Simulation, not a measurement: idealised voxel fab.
This is a process module. Its name is voxel self aligned vias.
We display cut, a cross-section 175 nm in width whose square cells are each 5 nm.
Heads up, the way a cross-section reads in here is a grid of square cells, handed over as bands from the top down, with every band being one or more rows of cells.
Basically the band line says how high the top is and how high the bottom is, in nm, and then what's in it from left to right, every material with its width in nm. Empty space shows up as "blank", and if a single material carries "full width" it runs the full band edge to edge.
We count height from 0. Below that, the starting wafer is all one material. The lowest band never ends at the bottom but goes on down; see "z 0 and below" for how that is written.
Per-row width for "30..40": begins at first number (top row of band), ends at second number (bottom row), increment between rows held constant.
"changes: none" (step): cross-section cells unchanged, all of them.
Closed void listing: empty space of 8 cells or more with no open way to the top, each as width x height at its distance from the left edge, in nm
That trailing text on a step's line, after the settings, is the simulator's own remark on the step.
overlay nm: how far to the right of its planned place the mask lay on this masked step (negative: to the left).

PLANNED PROCESS STEPS
1) RECEIVE with material Si
2) CONFORMAL_DEP with material SiO2, thk nm 10
3) CONFORMAL_DEP with material SiCN, thk nm 5
4) DIRECTIONAL_DEP with material lowk, thk nm 25
5) MASKED_ETCH with tone open, mask id LINES, width nm 30, pitch nm 75, etch materials lowk, depth nm 25, overlay nm 0
6) CONFORMAL_DEP with material TiN, thk nm 5
7) FILL_DEP with material Ru, thk nm 10
8) CMP with height nm 40
9) SELECTIVE_ETCH with etch materials W Ru TiN, depth nm 10
10) FILL_DEP with material SiN, thk nm 10
11) CMP with height nm 40
12) DIRECTIONAL_DEP with material lowk, thk nm 20
13) MASKED_ETCH with tone open, mask id VIAS, width nm 50, etch materials lowk, depth nm 20, overlay nm 0
14) MASKED_ETCH with tone open, mask id VIAS, width nm 50, etch materials SiN, depth nm 10, overlay nm 0
15) CONFORMAL_DEP with material TiN, thk nm 5
16) FILL_DEP with material Cu, thk nm 5
17) CMP with height nm 60
18) CONFORMAL_DEP with material SiN, thk nm 5

FIRST OF TWO WAFERS: RUN AS PLANNED

HERE'S WHAT THE WAFER LOOKED LIKE IN CROSS-SECTION WHEN IT ARRIVED - THAT'S AFTER STEP 1
	z 0 and below = Si full width
	Closed void listing: none

CROSS-SECTION OF THE WAFER AFTER STEP 2
	z 10 to 0 = SiO2 full width
	Whatever lies below 0 is exactly as it was before.

CROSS-SECTION OF THE WAFER AFTER STEP 3
	z 15 to 10 = SiCN full width
	Whatever lies below 10 is exactly as it was before.

CROSS-SECTION OF THE WAFER AFTER STEP 4
	z 40 to 15 = lowk full width
	Whatever lies below 15 is exactly as it was before.

CROSS-SECTION OF THE WAFER AFTER STEP 5
	z 40 to 15 = lowk 35 nm | blank 30 nm | lowk 45 nm | blank 30 nm | lowk 35 nm
	Whatever lies below 15 is exactly as it was before.

CROSS-SECTION OF THE WAFER AFTER STEP 6
	z 45 to 40 = TiN 40 nm | blank 20 nm | TiN 55 nm | blank 20 nm | TiN 40 nm
	z 40 to 20 = lowk 35 nm | TiN 5 nm | blank 20 nm | TiN 5 nm | lowk 45 nm | TiN 5 nm | blank 20 nm | TiN 5 nm | lowk 35 nm
	z 20 to 15 = lowk 35 nm | TiN 30 nm | lowk 45 nm | TiN 30 nm | lowk 35 nm
	Whatever lies below 15 is exactly as it was before.

CROSS-SECTION OF THE WAFER AFTER STEP 7
	z 55 to 45 = Ru full width
	z 45 to 40 = TiN 40 nm | Ru 20 nm | TiN 55 nm | Ru 20 nm | TiN 40 nm
	z 40 to 20 = lowk 35 nm | TiN 5 nm | Ru 20 nm | TiN 5 nm | lowk 45 nm | TiN 5 nm | Ru 20 nm | TiN 5 nm | lowk 35 nm
	Whatever lies below 20 is exactly as it was before.

CROSS-SECTION OF THE WAFER AFTER STEP 8
	z 40 to 20 = lowk 35 nm | TiN 5 nm | Ru 20 nm | TiN 5 nm | lowk 45 nm | TiN 5 nm | Ru 20 nm | TiN 5 nm | lowk 35 nm
	Whatever lies below 20 is exactly as it was before.

CROSS-SECTION OF THE WAFER AFTER STEP 9
	z 40 to 30 = lowk 35 nm | blank 30 nm | lowk 45 nm | blank 30 nm | lowk 35 nm
	Whatever lies below 30 is exactly as it was before.

CROSS-SECTION OF THE WAFER AFTER STEP 10
	z 50 to 40 = SiN full width
	z 40 to 30 = lowk 35 nm | SiN 30 nm | lowk 45 nm | SiN 30 nm | lowk 35 nm
	Whatever lies below 30 is exactly as it was before.

CROSS-SECTION OF THE WAFER AFTER STEP 11
	z 40 to 30 = lowk 35 nm | SiN 30 nm | lowk 45 nm | SiN 30 nm | lowk 35 nm
	Whatever lies below 30 is exactly as it was before.

CROSS-SECTION OF THE WAFER AFTER STEP 12
	z 60 to 40 = lowk full width
	Whatever lies below 40 is exactly as it was before.

CROSS-SECTION OF THE WAFER AFTER STEP 13
	z 60 to 40 = lowk 25 nm | blank 50 nm | lowk 100 nm
	Whatever lies below 40 is exactly as it was before.

CROSS-SECTION OF THE WAFER AFTER STEP 14
	z 60 to 40 = lowk 25 nm | blank 50 nm | lowk 100 nm
	z 40 to 30 = lowk 35 nm | blank 30 nm | lowk 45 nm | SiN 30 nm | lowk 35 nm
	Whatever lies below 30 is exactly as it was before.

CROSS-SECTION OF THE WAFER AFTER STEP 15
	z 65 to 60 = TiN 30 nm | blank 40 nm | TiN 105 nm
	z 60 to 45 = lowk 25 nm | TiN 5 nm | blank 40 nm | TiN 5 nm | lowk 100 nm
	z 45 to 40 = lowk 25 nm | TiN 15 nm | blank 20 nm | TiN 15 nm | lowk 100 nm
	z 40 to 35 = lowk 35 nm | TiN 5 nm | blank 20 nm | TiN 5 nm | lowk 45 nm | SiN 30 nm | lowk 35 nm
	z 35 to 30 = lowk 35 nm | TiN 30 nm | lowk 45 nm | SiN 30 nm | lowk 35 nm
	Whatever lies below 30 is exactly as it was before.

CROSS-SECTION OF THE WAFER AFTER STEP 16
	z 70 to 65 = Cu full width
	z 65 to 60 = TiN 30 nm | Cu 40 nm | TiN 105 nm
	z 60 to 45 = lowk 25 nm | TiN 5 nm | Cu 40 nm | TiN 5 nm | lowk 100 nm
	z 45 to 40 = lowk 25 nm | TiN 15 nm | Cu 20 nm | TiN 15 nm | lowk 100 nm
	z 40 to 35 = lowk 35 nm | TiN 5 nm | Cu 20 nm | TiN 5 nm | lowk 45 nm | SiN 30 nm | lowk 35 nm
	Whatever lies below 35 is exactly as it was before.

CROSS-SECTION OF THE WAFER AFTER STEP 17
	z 60 to 45 = lowk 25 nm | TiN 5 nm | Cu 40 nm | TiN 5 nm | lowk 100 nm
	Whatever lies below 45 is exactly as it was before.

CROSS-SECTION OF THE WAFER AFTER STEP 18
	z 65 to 60 = SiN full width
	Whatever lies below 60 is exactly as it was before.

SECOND WAFER: SAME START AND SAME PLAN AS THE FIRST, ONE EXECUTION ERROR; IDENTICAL TO THE FIRST THROUGH STEP 9

CROSS-SECTION OF THE SECOND WAFER AT THE TIME STEP 10 OF THE PLAN SHOULD HAVE ENDED
	z 50 to 30 = lowk full width
	Whatever lies below 30 is exactly as it was before.

CROSS-SECTION OF THE SECOND WAFER AT THE TIME STEP 11 OF THE PLAN SHOULD HAVE ENDED
	z 40 to 30 = lowk full width
	Whatever lies below 30 is exactly as it was before.

CROSS-SECTION OF THE SECOND WAFER AT THE TIME STEP 12 OF THE PLAN SHOULD HAVE ENDED
	z 60 to 30 = lowk full width
	Whatever lies below 30 is exactly as it was before.

CROSS-SECTION OF THE SECOND WAFER AT THE TIME STEP 13 OF THE PLAN SHOULD HAVE ENDED
	z 60 to 40 = lowk 25 nm | blank 50 nm | lowk 100 nm
	Whatever lies below 40 is exactly as it was before.

Cross-section of the second wafer at the time step 14 of the plan should have ended: changes: none

CROSS-SECTION OF THE SECOND WAFER AT THE TIME STEP 15 OF THE PLAN SHOULD HAVE ENDED
	z 65 to 60 = TiN 30 nm | blank 40 nm | TiN 105 nm
	z 60 to 45 = lowk 25 nm | TiN 5 nm | blank 40 nm | TiN 5 nm | lowk 100 nm
	z 45 to 40 = lowk 25 nm | TiN 50 nm | lowk 100 nm
	Whatever lies below 40 is exactly as it was before.

CROSS-SECTION OF THE SECOND WAFER AT THE TIME STEP 16 OF THE PLAN SHOULD HAVE ENDED
	z 70 to 65 = Cu full width
	z 65 to 60 = TiN 30 nm | Cu 40 nm | TiN 105 nm
	z 60 to 45 = lowk 25 nm | TiN 5 nm | Cu 40 nm | TiN 5 nm | lowk 100 nm
	Whatever lies below 45 is exactly as it was before.

CROSS-SECTION OF THE SECOND WAFER AT THE TIME STEP 17 OF THE PLAN SHOULD HAVE ENDED
	z 60 to 45 = lowk 25 nm | TiN 5 nm | Cu 40 nm | TiN 5 nm | lowk 100 nm
	Whatever lies below 45 is exactly as it was before.

CROSS-SECTION OF THE SECOND WAFER AT THE TIME STEP 18 OF THE PLAN SHOULD HAVE ENDED
	z 65 to 60 = SiN full width
	Whatever lies below 60 is exactly as it was before.
Nonconformance to the process plan: the process deviated at step 10: the operation and settings actually run there were FILL_DEP with material lowk, thk nm 10
Looking at both finished wafers in cells, the second ends up ahead of or behind the first on some materials: Cu: 8 fewer | SiN: 12 fewer | TiN: 4 fewer | lowk: 24 more
